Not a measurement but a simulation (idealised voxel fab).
process module | voxel self aligned contacts
cross-section cut | 155 nm wide | cells 5 nm
A cross-section is a grid of square cells, given in bands from the top down. A band is one or more rows of cells.
Each band's line starts with the height of the band's top and of its bottom, in nm. Then come its materials from left to right, each with its width in nm. One material with "throughout" fills the band from edge to edge. "air" is empty space.
Height 0 is the level under which the wafer as received is all one material. The lowest band goes on downwards, as in "0 down".
A width such as "30 to 40" changes by the same amount from each row of cells to the next, from the band's top row to its bottom row.
"no change" after a step means that no cell of the cross-section changed.
closed voids: empty space of 8 cells or more with no open way to the top, each as width x height at its distance from the left edge, in nm
after a step's settings: what the simulator itself notes on the step
overlay nm, on a step with a mask: how far to the right of its planned place the mask lay; to the left if negative
Each pair below shows a cross-section before one step and the cross-section after it, down to the lowest band that changed. The line under each pair gives the step between them, with its settings. The pairs can come from different runs of this module on the same starting wafer, so a pair continues from the pair above only where its "before" says so.
before
  0 down: Si throughout
  closed voids: none
after
  5 to 0: SiO2 throughout
  below 0: unchanged
  closed voids: none
the step between: op CONFORMAL_DEP | material SiO2 | thk nm 5
before: the cross-section after the pair above
after
  25 to 5: polySi throughout
  below 5: unchanged
  closed voids: none
the step between: op DIRECTIONAL_DEP | material polySi | thk nm 20
before: the cross-section after the pair above
after
  40 to 25: SiN throughout
  below 25: unchanged
  closed voids: none
the step between: op DIRECTIONAL_DEP | material SiN | thk nm 15
before: the cross-section after the pair above
after
  60 to 40: air 35 | resist 30 | air 25 | resist 30 | air 35
  below 40: unchanged
  closed voids: none
the step between: op PATTERN | tone cover | mask id GATE | material resist | width nm 30 | pitch nm 55 | thk nm 20 | overlay nm 0
before: the cross-section after the pair above
after
  60 to 40: air 35 | resist 30 | air 25 | resist 30 | air 35
  40 to 25: air 35 | SiN 30 | air 25 | SiN 30 | air 35
  below 25: unchanged
  closed voids: none
the step between: op DIRECTIONAL_ETCH | etch materials SiN | depth nm 15
before: the cross-section after the pair above
after
  60 to 40: air 35 | resist 30 | air 25 | resist 30 | air 35
  40 to 25: air 35 | SiN 30 | air 25 | SiN 30 | air 35
  25 to 5: air 35 | polySi 30 | air 25 | polySi 30 | air 35
  below 5: unchanged
  closed voids: none
the step between: op DIRECTIONAL_ETCH | etch materials polySi | depth nm 20
before: the cross-section after the pair above
after
  40 to 25: air 35 | SiN 30 | air 25 | SiN 30 | air 35
  below 25: unchanged
  closed voids: none
the step between: op STRIP | etch materials resist
before: the cross-section after the pair above
after
  45 to 25: air 30 | SiN 40 | air 15 | SiN 40 | air 30
  25 to 10: air 30 | SiN 5 | polySi 30 | SiN 5 | air 15 | SiN 5 | polySi 30 | SiN 5 | air 30
  10 to 5: SiN 35 | polySi 30 | SiN 25 | polySi 30 | SiN 35
  below 5: unchanged
  closed voids: none
the step between: op CONFORMAL_DEP | material SiN | thk nm 5
before: the cross-section after the pair above
after
  40 to 25: air 30 | SiN 40 | air 15 | SiN 40 | air 30
  25 to 5: air 30 | SiN 5 | polySi 30 | SiN 5 | air 15 | SiN 5 | polySi 30 | SiN 5 | air 30
  below 5: unchanged
  closed voids: none
the step between: op DIRECTIONAL_ETCH | etch materials SiN | depth nm 5
before: the cross-section after the pair above
after
  50 to 40: SiO2 throughout
  40 to 25: SiO2 30 | SiN 40 | SiO2 15 | SiN 40 | SiO2 30
  25 to 5: SiO2 30 | SiN 5 | polySi 30 | SiN 5 | SiO2 15 | SiN 5 | polySi 30 | SiN 5 | SiO2 30
  below 5: unchanged
  closed voids: none
the step between: op FILL_DEP | material SiO2 | thk nm 10
before: the cross-section after the pair above
after
  45 to 40: SiO2 throughout
  below 40: unchanged
  closed voids: none
the step between: op CMP | height nm 45
before: the cross-section after the pair above
after
  55 to 45: aC throughout
  below 45: unchanged
  closed voids: none
the step between: op DIRECTIONAL_DEP | material aC | thk nm 10
before: the cross-section after the pair above
after
  85 to 55: resist 60 | air 35 | resist 60
  below 55: unchanged
  closed voids: none
the step between: op PATTERN | tone open | mask id CONTACT | material resist | width nm 35 | thk nm 30 | overlay nm 0
before: the cross-section after the pair above
after
  75 to 55: resist 60 | air 35 | resist 60
  55 to 45: aC 60 | air 35 | aC 60
  below 45: unchanged
  closed voids: none
the step between: op DIRECTIONAL_ETCH | etch materials aC | depth nm 10
before: the cross-section after the pair above
after
  55 to 45: aC 60 | air 35 | aC 60
  below 45: unchanged
  closed voids: none
the step between: op STRIP | etch materials resist
before: the cross-section after the pair above
after
  55 to 45: aC 60 | air 35 | aC 60
  45 to 40: SiO2 60 | air 35 | SiO2 60
  40 to 25: SiO2 30 | SiN 40 | air 15 | SiN 40 | SiO2 30
  25 to 5: SiO2 30 | SiN 5 | polySi 30 | SiN 5 | air 15 | SiN 5 | polySi 30 | SiN 5 | SiO2 30
  5 to 0: SiO2 70 | air 15 | SiO2 70
  below 0: unchanged
  closed voids: none
the step between: op DIRECTIONAL_ETCH | etch materials SiO2 | depth nm 45
before: the cross-section after the pair above
after
  45 to 40: SiO2 60 | air 35 | SiO2 60
  below 40: unchanged
  closed voids: none
the step between: op STRIP | etch materials aC
before: the cross-section after the pair above
after
  50 to 45: TiN 65 | air 25 | TiN 65
  45 to 40: SiO2 60 | TiN 15 | air 5 | TiN 15 | SiO2 60
  40 to 25: SiO2 30 | SiN 40 | TiN 5 | air 5 | TiN 5 | SiN 40 | SiO2 30
  25 to 5: SiO2 30 | SiN 5 | polySi 30 | SiN 5 | TiN 5 | air 5 | TiN 5 | SiN 5 | polySi 30 | SiN 5 | SiO2 30
  5 to 0: SiO2 70 | TiN 15 | SiO2 70
  below 0: unchanged
  closed voids: none
the step between: op CONFORMAL_DEP | material TiN | thk nm 5
before: the cross-section after the pair above
after
  60 to 50: W throughout
  50 to 45: TiN 65 | W 25 | TiN 65
  45 to 40: SiO2 60 | TiN 15 | W 5 | TiN 15 | SiO2 60
  40 to 25: SiO2 30 | SiN 40 | TiN 5 | W 5 | TiN 5 | SiN 40 | SiO2 30
  25 to 5: SiO2 30 | SiN 5 | polySi 30 | SiN 5 | TiN 5 | W 5 | TiN 5 | SiN 5 | polySi 30 | SiN 5 | SiO2 30
  below 5: unchanged
  closed voids: none
the step between: op FILL_DEP | material W | thk nm 10
before: the cross-section after the pair above
after
  45 to 40: SiO2 60 | TiN 15 | W 5 | TiN 15 | SiO2 60
  below 40: unchanged
  closed voids: none
the step between: op CMP | height nm 45
before: the cross-section after the pair above
after
  50 to 45: SiCN throughout
  below 45: unchanged
  closed voids: none
the step between: op CONFORMAL_DEP | material SiCN | thk nm 5
before
  60 to 50: W throughout
  50 to 45: TiN 65 | W 25 | TiN 65
  45 to 40: SiO2 60 | TiN 15 | W 5 | TiN 15 | SiO2 60
  40 to 25: SiO2 30 | SiN 40 | TiN 5 | W 5 | TiN 5 | SiN 40 | SiO2 30
  25 to 5: SiO2 30 | SiN 5 | polySi 30 | SiN 5 | TiN 5 | W 5 | TiN 5 | SiN 5 | polySi 30 | SiN 5 | SiO2 30
  5 to 0: SiO2 70 | TiN 15 | SiO2 70
  0 down: Si throughout
  closed voids: none
after
  65 to 60: SiCN throughout
  below 60: unchanged
  closed voids: none
the step between: op CONFORMAL_DEP | material SiCN | thk nm 5
before
  25 to 5: polySi throughout
  5 to 0: SiO2 throughout
  0 down: Si throughout
  closed voids: none
after
  45 to 5: polySi throughout
  below 5: unchanged
  closed voids: none
the step between: op DIRECTIONAL_DEP | material polySi | thk nm 20
before: the cross-section after the pair above
after
  60 to 45: SiN throughout
  below 45: unchanged
  closed voids: none
the step between: op DIRECTIONAL_DEP | material SiN | thk nm 15
before: the cross-section after the pair above
after
  80 to 60: air 35 | resist 30 | air 25 | resist 30 | air 35
  below 60: unchanged
  closed voids: none
the step between: op PATTERN | tone cover | mask id GATE | material resist | width nm 30 | pitch nm 55 | thk nm 20 | overlay nm 0
before: the cross-section after the pair above
after
  80 to 60: air 35 | resist 30 | air 25 | resist 30 | air 35
  60 to 45: air 35 | SiN 30 | air 25 | SiN 30 | air 35
  below 45: unchanged
  closed voids: none
the step between: op DIRECTIONAL_ETCH | etch materials SiN | depth nm 15
before: the cross-section after the pair above
after
  80 to 60: air 35 | resist 30 | air 25 | resist 30 | air 35
  60 to 45: air 35 | SiN 30 | air 25 | SiN 30 | air 35
  45 to 25: air 35 | polySi 30 | air 25 | polySi 30 | air 35
  below 25: unchanged
  closed voids: none
the step between: op DIRECTIONAL_ETCH | etch materials polySi | depth nm 20
before: the cross-section after the pair above
after
  60 to 45: air 35 | SiN 30 | air 25 | SiN 30 | air 35
  below 45: unchanged
  closed voids: none
the step between: op STRIP | etch materials resist
before: the cross-section after the pair above
after
  65 to 45: air 30 | SiN 40 | air 15 | SiN 40 | air 30
  45 to 30: air 30 | SiN 5 | polySi 30 | SiN 5 | air 15 | SiN 5 | polySi 30 | SiN 5 | air 30
  30 to 25: SiN 35 | polySi 30 | SiN 25 | polySi 30 | SiN 35
  below 25: unchanged
  closed voids: none
the step between: op CONFORMAL_DEP | material SiN | thk nm 5
before: the cross-section after the pair above
after
  60 to 45: air 30 | SiN 40 | air 15 | SiN 40 | air 30
  45 to 25: air 30 | SiN 5 | polySi 30 | SiN 5 | air 15 | SiN 5 | polySi 30 | SiN 5 | air 30
  below 25: unchanged
  closed voids: none
the step between: op DIRECTIONAL_ETCH | etch materials SiN | depth nm 5
before: the cross-section after the pair above
after
  70 to 60: SiO2 throughout
  60 to 45: SiO2 30 | SiN 40 | SiO2 15 | SiN 40 | SiO2 30
  45 to 25: SiO2 30 | SiN 5 | polySi 30 | SiN 5 | SiO2 15 | SiN 5 | polySi 30 | SiN 5 | SiO2 30
  below 25: unchanged
  closed voids: none
the step between: op FILL_DEP | material SiO2 | thk nm 10
before: the cross-section after the pair above
after
  45 to 25: SiO2 30 | SiN 5 | polySi 30 | SiN 5 | SiO2 15 | SiN 5 | polySi 30 | SiN 5 | SiO2 30
  below 25: unchanged
  closed voids: none
the step between: op CMP | height nm 45
before: the cross-section after the pair above
after
  55 to 45: aC throughout
  below 45: unchanged
  closed voids: none
the step between: op DIRECTIONAL_DEP | material aC | thk nm 10
before: the cross-section after the pair above
after
  85 to 55: resist 60 | air 35 | resist 60
  below 55: unchanged
  closed voids: none
the step between: op PATTERN | tone open | mask id CONTACT | material resist | width nm 35 | thk nm 30 | overlay nm 0
before: the cross-section after the pair above
after
  75 to 55: resist 60 | air 35 | resist 60
  55 to 45: aC 60 | air 35 | aC 60
  below 45: unchanged
  closed voids: none
the step between: op DIRECTIONAL_ETCH | etch materials aC | depth nm 10
before: the cross-section after the pair above
after
  55 to 45: aC 60 | air 35 | aC 60
  below 45: unchanged
  closed voids: none
the step between: op STRIP | etch materials resist
before: the cross-section after the pair above
after
  55 to 45: aC 60 | air 35 | aC 60
  45 to 25: SiO2 30 | SiN 5 | polySi 30 | SiN 5 | air 15 | SiN 5 | polySi 30 | SiN 5 | SiO2 30
  below 25: unchanged
  closed voids: none
the step between: op DIRECTIONAL_ETCH | etch materials SiO2 | depth nm 45
before: the cross-section after the pair above
after
  45 to 25: SiO2 30 | SiN 5 | polySi 30 | SiN 5 | air 15 | SiN 5 | polySi 30 | SiN 5 | SiO2 30
  below 25: unchanged
  closed voids: none
the step between: op STRIP | etch materials aC
before: the cross-section after the pair above
after
  50 to 45: TiN 75 | air 5 | TiN 75
  45 to 30: SiO2 30 | SiN 5 | polySi 30 | SiN 5 | TiN 5 | air 5 | TiN 5 | SiN 5 | polySi 30 | SiN 5 | SiO2 30
  30 to 25: SiO2 30 | SiN 5 | polySi 30 | SiN 5 | TiN 15 | SiN 5 | polySi 30 | SiN 5 | SiO2 30
  below 25: unchanged
  closed voids: none
the step between: op CONFORMAL_DEP | material TiN | thk nm 5
before: the cross-section after the pair above
after
  60 to 50: W throughout
  50 to 45: TiN 75 | W 5 | TiN 75
  45 to 30: SiO2 30 | SiN 5 | polySi 30 | SiN 5 | TiN 5 | W 5 | TiN 5 | SiN 5 | polySi 30 | SiN 5 | SiO2 30
  below 30: unchanged
  closed voids: none
the step between: op FILL_DEP | material W | thk nm 10
before: the cross-section after the pair above
after
  45 to 30: SiO2 30 | SiN 5 | polySi 30 | SiN 5 | TiN 5 | W 5 | TiN 5 | SiN 5 | polySi 30 | SiN 5 | SiO2 30
  below 30: unchanged
  closed voids: none
the step between: op CMP | height nm 45
before: the cross-section after the pair above
after
  50 to 45: SiCN throughout
  below 45: unchanged
  closed voids: none
the step between: op CONFORMAL_DEP | material SiCN | thk nm 5
before
  5 to 0: SiO2 throughout
  0 down: Si throughout
  closed voids: none
after
  20 to 5: SiN throughout
  below 5: unchanged
  closed voids: none
the step between: op DIRECTIONAL_DEP | material SiN | thk nm 15
before: the cross-section after the pair above
after
  40 to 20: polySi throughout
  below 20: unchanged
  closed voids: none
the step between: op DIRECTIONAL_DEP | material polySi | thk nm 20
before: the cross-section after the pair above
after
  60 to 40: air 35 | resist 30 | air 25 | resist 30 | air 35
  below 40: unchanged
  closed voids: none
the step between: op PATTERN | tone cover | mask id GATE | material resist | width nm 30 | pitch nm 55 | thk nm 20 | overlay nm 0
before: the cross-section after the pair above
after
  60 to 40: air 35 | resist 30 | air 25 | resist 30 | air 35
  40 to 20: air 35 | polySi 30 | air 25 | polySi 30 | air 35
  below 20: unchanged
  closed voids: none
the step between: op DIRECTIONAL_ETCH | etch materials polySi | depth nm 20
before: the cross-section after the pair above
after
  40 to 20: air 35 | polySi 30 | air 25 | polySi 30 | air 35
  below 20: unchanged
  closed voids: none
the step between: op STRIP | etch materials resist
before: the cross-section after the pair above
after
  45 to 40: air 30 | SiN 40 | air 15 | SiN 40 | air 30
  40 to 25: air 30 | SiN 5 | polySi 30 | SiN 5 | air 15 | SiN 5 | polySi 30 | SiN 5 | air 30
  25 to 20: SiN 35 | polySi 30 | SiN 25 | polySi 30 | SiN 35
  below 20: unchanged
  closed voids: none
the step between: op CONFORMAL_DEP | material SiN | thk nm 5
before: the cross-section after the pair above
after
  40 to 20: air 30 | SiN 5 | polySi 30 | SiN 5 | air 15 | SiN 5 | polySi 30 | SiN 5 | air 30
  below 20: unchanged
  closed voids: none
the step between: op DIRECTIONAL_ETCH | etch materials SiN | depth nm 5
before: the cross-section after the pair above
after
  50 to 40: SiO2 throughout
  40 to 20: SiO2 30 | SiN 5 | polySi 30 | SiN 5 | SiO2 15 | SiN 5 | polySi 30 | SiN 5 | SiO2 30
  below 20: unchanged
  closed voids: none
the step between: op FILL_DEP | material SiO2 | thk nm 10
before: the cross-section after the pair above
after
  45 to 40: SiO2 throughout
  below 40: unchanged
  closed voids: none
the step between: op CMP | height nm 45
before: the cross-section after the pair above
after
  55 to 45: aC throughout
  below 45: unchanged
  closed voids: none
the step between: op DIRECTIONAL_DEP | material aC | thk nm 10
before: the cross-section after the pair above
after
  85 to 55: resist 60 | air 35 | resist 60
  below 55: unchanged
  closed voids: none
the step between: op PATTERN | tone open | mask id CONTACT | material resist | width nm 35 | thk nm 30 | overlay nm 0
before: the cross-section after the pair above
after
  75 to 55: resist 60 | air 35 | resist 60
  55 to 45: aC 60 | air 35 | aC 60
  below 45: unchanged
  closed voids: none
the step between: op DIRECTIONAL_ETCH | etch materials aC | depth nm 10
before: the cross-section after the pair above
after
  55 to 45: aC 60 | air 35 | aC 60
  below 45: unchanged
  closed voids: none
the step between: op STRIP | etch materials resist
before: the cross-section after the pair above
after
  55 to 45: aC 60 | air 35 | aC 60
  45 to 40: SiO2 60 | air 35 | SiO2 60
  40 to 20: SiO2 30 | SiN 5 | polySi 30 | SiN 5 | air 15 | SiN 5 | polySi 30 | SiN 5 | SiO2 30
  below 20: unchanged
  closed voids: none
the step between: op DIRECTIONAL_ETCH | etch materials SiO2 | depth nm 45
before: the cross-section after the pair above
after
  45 to 40: SiO2 60 | air 35 | SiO2 60
  below 40: unchanged
  closed voids: none
the step between: op STRIP | etch materials aC
before: the cross-section after the pair above
after
  50 to 45: TiN 65 | air 25 | TiN 65
  45 to 40: SiO2 60 | TiN 15 | air 5 | TiN 15 | SiO2 60
  40 to 25: SiO2 30 | SiN 5 | polySi 30 | SiN 5 | TiN 5 | air 5 | TiN 5 | SiN 5 | polySi 30 | SiN 5 | SiO2 30
  25 to 20: SiO2 30 | SiN 5 | polySi 30 | SiN 5 | TiN 15 | SiN 5 | polySi 30 | SiN 5 | SiO2 30
  below 20: unchanged
  closed voids: none
the step between: op CONFORMAL_DEP | material TiN | thk nm 5
before: the cross-section after the pair above
after
  60 to 50: W throughout
  50 to 45: TiN 65 | W 25 | TiN 65
  45 to 40: SiO2 60 | TiN 15 | W 5 | TiN 15 | SiO2 60
  40 to 25: SiO2 30 | SiN 5 | polySi 30 | SiN 5 | TiN 5 | W 5 | TiN 5 | SiN 5 | polySi 30 | SiN 5 | SiO2 30
  below 25: unchanged
  closed voids: none
the step between: op FILL_DEP | material W | thk nm 10
before: the cross-section after the pair above
after
  45 to 40: SiO2 60 | TiN 15 | W 5 | TiN 15 | SiO2 60
  below 40: unchanged
  closed voids: none
the step between: op CMP | height nm 45
before: the cross-section after the pair above
after
  50 to 45: SiCN throughout
  below 45: unchanged
  closed voids: none
the step between: op CONFORMAL_DEP | material SiCN | thk nm 5
before
  5 to 0: SiO2 throughout
  0 down: Si throughout
  closed voids: none
after
  20 to 5: polySi throughout
  below 5: unchanged
  closed voids: none
the step between: op DIRECTIONAL_DEP | material polySi | thk nm 15
before: the cross-section after the pair above
after
  35 to 20: SiN throughout
  below 20: unchanged
  closed voids: none
the step between: op DIRECTIONAL_DEP | material SiN | thk nm 15
before: the cross-section after the pair above
after
  55 to 35: air 35 | resist 30 | air 25 | resist 30 | air 35
  below 35: unchanged
  closed voids: none
the step between: op PATTERN | tone cover | mask id GATE | material resist | width nm 30 | pitch nm 55 | thk nm 20 | overlay nm 0
before: the cross-section after the pair above
after
  55 to 35: air 35 | resist 30 | air 25 | resist 30 | air 35
  35 to 20: air 35 | SiN 30 | air 25 | SiN 30 | air 35
  below 20: unchanged
  closed voids: none
the step between: op DIRECTIONAL_ETCH | etch materials SiN | depth nm 15
before: the cross-section after the pair above
after
  55 to 35: air 35 | resist 30 | air 25 | resist 30 | air 35
  35 to 20: air 35 | SiN 30 | air 25 | SiN 30 | air 35
  20 to 5: air 35 | polySi 30 | air 25 | polySi 30 | air 35
  below 5: unchanged
  closed voids: none
the step between: op DIRECTIONAL_ETCH | etch materials polySi | depth nm 20
before: the cross-section after the pair above
after
  35 to 20: air 35 | SiN 30 | air 25 | SiN 30 | air 35
  below 20: unchanged
  closed voids: none
the step between: op STRIP | etch materials resist
before: the cross-section after the pair above
after
  40 to 20: air 30 | SiN 40 | air 15 | SiN 40 | air 30
  20 to 10: air 30 | SiN 5 | polySi 30 | SiN 5 | air 15 | SiN 5 | polySi 30 | SiN 5 | air 30
  10 to 5: SiN 35 | polySi 30 | SiN 25 | polySi 30 | SiN 35
  below 5: unchanged
  closed voids: none
the step between: op CONFORMAL_DEP | material SiN | thk nm 5
before: the cross-section after the pair above
after
  35 to 20: air 30 | SiN 40 | air 15 | SiN 40 | air 30
  20 to 5: air 30 | SiN 5 | polySi 30 | SiN 5 | air 15 | SiN 5 | polySi 30 | SiN 5 | air 30
  below 5: unchanged
  closed voids: none
the step between: op DIRECTIONAL_ETCH | etch materials SiN | depth nm 5
before: the cross-section after the pair above
after
  45 to 35: SiO2 throughout
  35 to 20: SiO2 30 | SiN 40 | SiO2 15 | SiN 40 | SiO2 30
  20 to 5: SiO2 30 | SiN 5 | polySi 30 | SiN 5 | SiO2 15 | SiN 5 | polySi 30 | SiN 5 | SiO2 30
  below 5: unchanged
  closed voids: none
the step between: op FILL_DEP | material SiO2 | thk nm 10
before: the cross-section after the pair above
after
  55 to 45: aC throughout
  below 45: unchanged
  closed voids: none
the step between: op DIRECTIONAL_DEP | material aC | thk nm 10
before: the cross-section after the pair above
after
  85 to 55: resist 60 | air 35 | resist 60
  below 55: unchanged
  closed voids: none
the step between: op PATTERN | tone open | mask id CONTACT | material resist | width nm 35 | thk nm 30 | overlay nm 0
before: the cross-section after the pair above
after
  75 to 55: resist 60 | air 35 | resist 60
  55 to 45: aC 60 | air 35 | aC 60
  below 45: unchanged
  closed voids: none
the step between: op DIRECTIONAL_ETCH | etch materials aC | depth nm 10
before: the cross-section after the pair above
after
  55 to 45: aC 60 | air 35 | aC 60
  below 45: unchanged
  closed voids: none
the step between: op STRIP | etch materials resist
before: the cross-section after the pair above
after
  55 to 45: aC 60 | air 35 | aC 60
  45 to 35: SiO2 60 | air 35 | SiO2 60
  35 to 20: SiO2 30 | SiN 40 | air 15 | SiN 40 | SiO2 30
  20 to 5: SiO2 30 | SiN 5 | polySi 30 | SiN 5 | air 15 | SiN 5 | polySi 30 | SiN 5 | SiO2 30
  5 to 0: SiO2 70 | air 15 | SiO2 70
  below 0: unchanged
  closed voids: none
the step between: op DIRECTIONAL_ETCH | etch materials SiO2 | depth nm 45
before: the cross-section after the pair above
after
  45 to 35: SiO2 60 | air 35 | SiO2 60
  below 35: unchanged
  closed voids: none
the step between: op STRIP | etch materials aC
before: the cross-section after the pair above
after
  50 to 45: TiN 65 | air 25 | TiN 65
  45 to 35: SiO2 60 | TiN 5 to 15 | air 25 to 5 | TiN 5 to 15 | SiO2 60
  35 to 20: SiO2 30 | SiN 40 | TiN 5 | air 5 | TiN 5 | SiN 40 | SiO2 30
  20 to 5: SiO2 30 | SiN 5 | polySi 30 | SiN 5 | TiN 5 | air 5 | TiN 5 | SiN 5 | polySi 30 | SiN 5 | SiO2 30
  5 to 0: SiO2 70 | TiN 15 | SiO2 70
  below 0: unchanged
  closed voids: none
the step between: op CONFORMAL_DEP | material TiN | thk nm 5
before: the cross-section after the pair above
after
  60 to 50: W throughout
  50 to 45: TiN 65 | W 25 | TiN 65
  45 to 35: SiO2 60 | TiN 5 to 15 | W 25 to 5 | TiN 5 to 15 | SiO2 60
  35 to 20: SiO2 30 | SiN 40 | TiN 5 | W 5 | TiN 5 | SiN 40 | SiO2 30
  20 to 5: SiO2 30 | SiN 5 | polySi 30 | SiN 5 | TiN 5 | W 5 | TiN 5 | SiN 5 | polySi 30 | SiN 5 | SiO2 30
  below 5: unchanged
  closed voids: none
the step between: op FILL_DEP | material W | thk nm 10
before: the cross-section after the pair above
after
  45 to 35: SiO2 60 | TiN 5 to 15 | W 25 to 5 | TiN 5 to 15 | SiO2 60
  below 35: unchanged
  closed voids: none
the step between: op CMP | height nm 45
before: the cross-section after the pair above
after
  50 to 45: SiCN throughout
  below 45: unchanged
  closed voids: none
the step between: op CONFORMAL_DEP | material SiCN | thk nm 5
before
  40 to 25: SiN throughout
  25 to 5: polySi throughout
  5 to 0: SiO2 throughout
  0 down: Si throughout
  closed voids: none
after
  60 to 40: air 30 | resist 40 | air 15 | resist 40 | air 30
  below 40: unchanged
  closed voids: none
the step between: op PATTERN | tone cover | mask id GATE | material resist | width nm 40 | pitch nm 55 | thk nm 20 | overlay nm 0
before: the cross-section after the pair above
after
  60 to 40: air 30 | resist 40 | air 15 | resist 40 | air 30
  40 to 25: air 30 | SiN 40 | air 15 | SiN 40 | air 30
  below 25: unchanged
  closed voids: none
the step between: op DIRECTIONAL_ETCH | etch materials SiN | depth nm 15
before: the cross-section after the pair above
after
  60 to 40: air 30 | resist 40 | air 15 | resist 40 | air 30
  40 to 25: air 30 | SiN 40 | air 15 | SiN 40 | air 30
  25 to 5: air 30 | polySi 40 | air 15 | polySi 40 | air 30
  below 5: unchanged
  closed voids: none
the step between: op DIRECTIONAL_ETCH | etch materials polySi | depth nm 20
before: the cross-section after the pair above
after
  40 to 25: air 30 | SiN 40 | air 15 | SiN 40 | air 30
  below 25: unchanged
  closed voids: none
the step between: op STRIP | etch materials resist
before: the cross-section after the pair above
after
  45 to 25: air 25 | SiN 50 | air 5 | SiN 50 | air 25
  25 to 10: air 25 | SiN 5 | polySi 40 | SiN 5 | air 5 | SiN 5 | polySi 40 | SiN 5 | air 25
  10 to 5: SiN 30 | polySi 40 | SiN 15 | polySi 40 | SiN 30
  below 5: unchanged
  closed voids: none
the step between: op CONFORMAL_DEP | material SiN | thk nm 5
before: the cross-section after the pair above
after
  40 to 25: air 25 | SiN 50 | air 5 | SiN 50 | air 25
  25 to 5: air 25 | SiN 5 | polySi 40 | SiN 5 | air 5 | SiN 5 | polySi 40 | SiN 5 | air 25
  below 5: unchanged
  closed voids: none
the step between: op DIRECTIONAL_ETCH | etch materials SiN | depth nm 5
before: the cross-section after the pair above
after
  50 to 40: SiO2 throughout
  40 to 25: SiO2 25 | SiN 50 | SiO2 5 | SiN 50 | SiO2 25
  25 to 5: SiO2 25 | SiN 5 | polySi 40 | SiN 5 | SiO2 5 | SiN 5 | polySi 40 | SiN 5 | SiO2 25
  below 5: unchanged
  closed voids: none
the step between: op FILL_DEP | material SiO2 | thk nm 10
before: the cross-section after the pair above
after
  45 to 40: SiO2 throughout
  below 40: unchanged
  closed voids: none
the step between: op CMP | height nm 45
before: the cross-section after the pair above
after
  55 to 45: aC throughout
  below 45: unchanged
  closed voids: none
the step between: op DIRECTIONAL_DEP | material aC | thk nm 10
before: the cross-section after the pair above
after
  85 to 55: resist 60 | air 35 | resist 60
  below 55: unchanged
  closed voids: none
the step between: op PATTERN | tone open | mask id CONTACT | material resist | width nm 35 | thk nm 30 | overlay nm 0
before: the cross-section after the pair above
after
  75 to 55: resist 60 | air 35 | resist 60
  55 to 45: aC 60 | air 35 | aC 60
  below 45: unchanged
  closed voids: none
the step between: op DIRECTIONAL_ETCH | etch materials aC | depth nm 10
before: the cross-section after the pair above
after
  55 to 45: aC 60 | air 35 | aC 60
  below 45: unchanged
  closed voids: none
the step between: op STRIP | etch materials resist
before: the cross-section after the pair above
after
  55 to 45: aC 60 | air 35 | aC 60
  45 to 40: SiO2 60 | air 35 | SiO2 60
  40 to 25: SiO2 25 | SiN 50 | air 5 | SiN 50 | SiO2 25
  25 to 5: SiO2 25 | SiN 5 | polySi 40 | SiN 5 | air 5 | SiN 5 | polySi 40 | SiN 5 | SiO2 25
  5 to 0: SiO2 75 | air 5 | SiO2 75
  below 0: unchanged
  closed voids: none
the step between: op DIRECTIONAL_ETCH | etch materials SiO2 | depth nm 45
before: the cross-section after the pair above
after
  45 to 40: SiO2 60 | air 35 | SiO2 60
  below 40: unchanged
  closed voids: none
the step between: op STRIP | etch materials aC
before: the cross-section after the pair above
after
  50 to 45: TiN 65 | air 25 | TiN 65
  45 to 40: SiO2 60 | TiN 35 | SiO2 60
  40 to 25: SiO2 25 | SiN 50 | TiN 5 | SiN 50 | SiO2 25
  25 to 5: SiO2 25 | SiN 5 | polySi 40 | SiN 5 | TiN 5 | SiN 5 | polySi 40 | SiN 5 | SiO2 25
  5 to 0: SiO2 75 | TiN 5 | SiO2 75
  below 0: unchanged
  closed voids: none
the step between: op CONFORMAL_DEP | material TiN | thk nm 5
before: the cross-section after the pair above
after
  60 to 50: W throughout
  50 to 45: TiN 65 | W 25 | TiN 65
  below 45: unchanged
  closed voids: none
the step between: op FILL_DEP | material W | thk nm 10
before: the cross-section after the pair above
after
  45 to 40: SiO2 60 | TiN 35 | SiO2 60
  below 40: unchanged
  closed voids: none
the step between: op CMP | height nm 45
before: the cross-section after the pair above
after
  50 to 45: SiCN throughout
  below 45: unchanged
  closed voids: none
the step between: op CONFORMAL_DEP | material SiCN | thk nm 5
before
  40 to 25: SiN throughout
  25 to 5: polySi throughout
  5 to 0: SiO2 throughout
  0 down: Si throughout
  closed voids: none
after
  60 to 40: air 45 | resist 30 | air 25 | resist 30 | air 25
  below 40: unchanged
  closed voids: none
the step between: op PATTERN | tone cover | mask id GATE | material resist | width nm 30 | pitch nm 55 | thk nm 20 | overlay nm 10
before: the cross-section after the pair above
after
  60 to 40: air 45 | resist 30 | air 25 | resist 30 | air 25
  40 to 25: air 45 | SiN 30 | air 25 | SiN 30 | air 25
  below 25: unchanged
  closed voids: none
the step between: op DIRECTIONAL_ETCH | etch materials SiN | depth nm 15
before: the cross-section after the pair above
after
  60 to 40: air 45 | resist 30 | air 25 | resist 30 | air 25
  40 to 25: air 45 | SiN 30 | air 25 | SiN 30 | air 25
  25 to 5: air 45 | polySi 30 | air 25 | polySi 30 | air 25
  below 5: unchanged
  closed voids: none
the step between: op DIRECTIONAL_ETCH | etch materials polySi | depth nm 20
before: the cross-section after the pair above
after
  40 to 25: air 45 | SiN 30 | air 25 | SiN 30 | air 25
  below 25: unchanged
  closed voids: none
the step between: op STRIP | etch materials resist
before: the cross-section after the pair above
after
  45 to 25: air 40 | SiN 40 | air 15 | SiN 40 | air 20
  25 to 10: air 40 | SiN 5 | polySi 30 | SiN 5 | air 15 | SiN 5 | polySi 30 | SiN 5 | air 20
  10 to 5: SiN 45 | polySi 30 | SiN 25 | polySi 30 | SiN 25
  below 5: unchanged
  closed voids: none
the step between: op CONFORMAL_DEP | material SiN | thk nm 5
before: the cross-section after the pair above
after
  40 to 25: air 40 | SiN 40 | air 15 | SiN 40 | air 20
  25 to 5: air 40 | SiN 5 | polySi 30 | SiN 5 | air 15 | SiN 5 | polySi 30 | SiN 5 | air 20
  below 5: unchanged
  closed voids: none
the step between: op DIRECTIONAL_ETCH | etch materials SiN | depth nm 5
before: the cross-section after the pair above
after
  50 to 40: SiO2 throughout
  40 to 25: SiO2 40 | SiN 40 | SiO2 15 | SiN 40 | SiO2 20
  25 to 5: SiO2 40 | SiN 5 | polySi 30 | SiN 5 | SiO2 15 | SiN 5 | polySi 30 | SiN 5 | SiO2 20
  below 5: unchanged
  closed voids: none
the step between: op FILL_DEP | material SiO2 | thk nm 10
before: the cross-section after the pair above
after
  45 to 40: SiO2 throughout
  below 40: unchanged
  closed voids: none
the step between: op CMP | height nm 45
before: the cross-section after the pair above
after
  55 to 45: aC throughout
  below 45: unchanged
  closed voids: none
the step between: op DIRECTIONAL_DEP | material aC | thk nm 10
before: the cross-section after the pair above
after
  85 to 55: resist 60 | air 35 | resist 60
  below 55: unchanged
  closed voids: none
the step between: op PATTERN | tone open | mask id CONTACT | material resist | width nm 35 | thk nm 30 | overlay nm 0
before: the cross-section after the pair above
after
  75 to 55: resist 60 | air 35 | resist 60
  55 to 45: aC 60 | air 35 | aC 60
  below 45: unchanged
  closed voids: none
the step between: op DIRECTIONAL_ETCH | etch materials aC | depth nm 10
